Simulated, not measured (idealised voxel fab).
process module | voxel ribs on slabs
cross-section cut | 175 nm wide | cells 5 nm
A cross-section is a grid of square cells, given in bands from the top down. A band is one or more rows of cells.
Each band's line starts with the height of the band's top and of its bottom, in nm. Then come its materials from left to right, each with its width in nm. One material with "throughout" fills the band from edge to edge. "air" is empty space.
Height 0 is the level under which the wafer as received is all one material. The lowest band goes on downwards, as in "0 down".
A width such as "30 to 40" changes by the same amount from each row of cells to the next, from the band's top row to its bottom row.
"no change" after a step means that no cell of the cross-section changed.
closed voids: empty space of 8 cells or more with no open way to the top, each as width x height at its distance from the left edge, in nm
after a step's settings: what the simulator itself notes on the step
overlay nm, on a step with a mask: how far to the right of its planned place the mask lay; to the left if negative
plan
1 op RECEIVE | material Si
2 op DIRECTIONAL_DEP | material SiO2 | thk nm 30
3 op DIRECTIONAL_DEP | material SiN | thk nm 15
4 op DIRECTIONAL_DEP | material aC | thk nm 15
5 op PATTERN | tone cover | mask id RIB | material resist | width nm 15 | thk nm 35 | overlay nm 0
6 op DIRECTIONAL_ETCH | etch materials aC | depth nm 15
7 op STRIP | etch materials resist
8 op DIRECTIONAL_ETCH | etch materials SiN | depth nm 5
9 op STRIP | etch materials aC
10 op DIRECTIONAL_DEP | material aC | thk nm 15
11 op PATTERN | tone cover | mask id SLAB | material resist | width nm 45 | thk nm 35 | overlay nm 0
12 op DIRECTIONAL_ETCH | etch materials aC | depth nm 15
13 op STRIP | etch materials resist
14 op DIRECTIONAL_ETCH | etch materials SiN | depth nm 10
15 op STRIP | etch materials aC
16 op FILL_DEP | material SiO2 | thk nm 20
17 op CMP | height nm 55
18 op DIRECTIONAL_DEP | material W | thk nm 10
19 op DIRECTIONAL_DEP | material aC | thk nm 10
20 op PATTERN | tone cover | mask id HEATER | material resist | width nm 25 | thk nm 30 | overlay nm 0
21 op DIRECTIONAL_ETCH | etch materials aC | depth nm 10
22 op STRIP | etch materials resist
23 op DIRECTIONAL_ETCH | etch materials W | depth nm 10
24 op STRIP | etch materials aC
25 op CONFORMAL_DEP | material SiN | thk nm 10
as received, after step 1
  0 down: Si throughout
  closed voids: none
a wafer at the end: this start, this plan, one mistake
  75 to 65: SiN 85 | air 5 | SiN 85
  65 to 55: W 75 | SiN 25 | W 75
  55 to 45: SiO2 throughout
  45 to 40: SiO2 80 | SiN 15 | SiO2 80
  40 to 30: SiO2 65 | SiN 45 | SiO2 65
  30 to 0: SiO2 throughout
  0 down: Si throughout
  closed voids: none
what went wrong: step 20 ran as: op PATTERN | tone open | mask id HEATER | material resist | width nm 25 | thk nm 30 | overlay nm 0
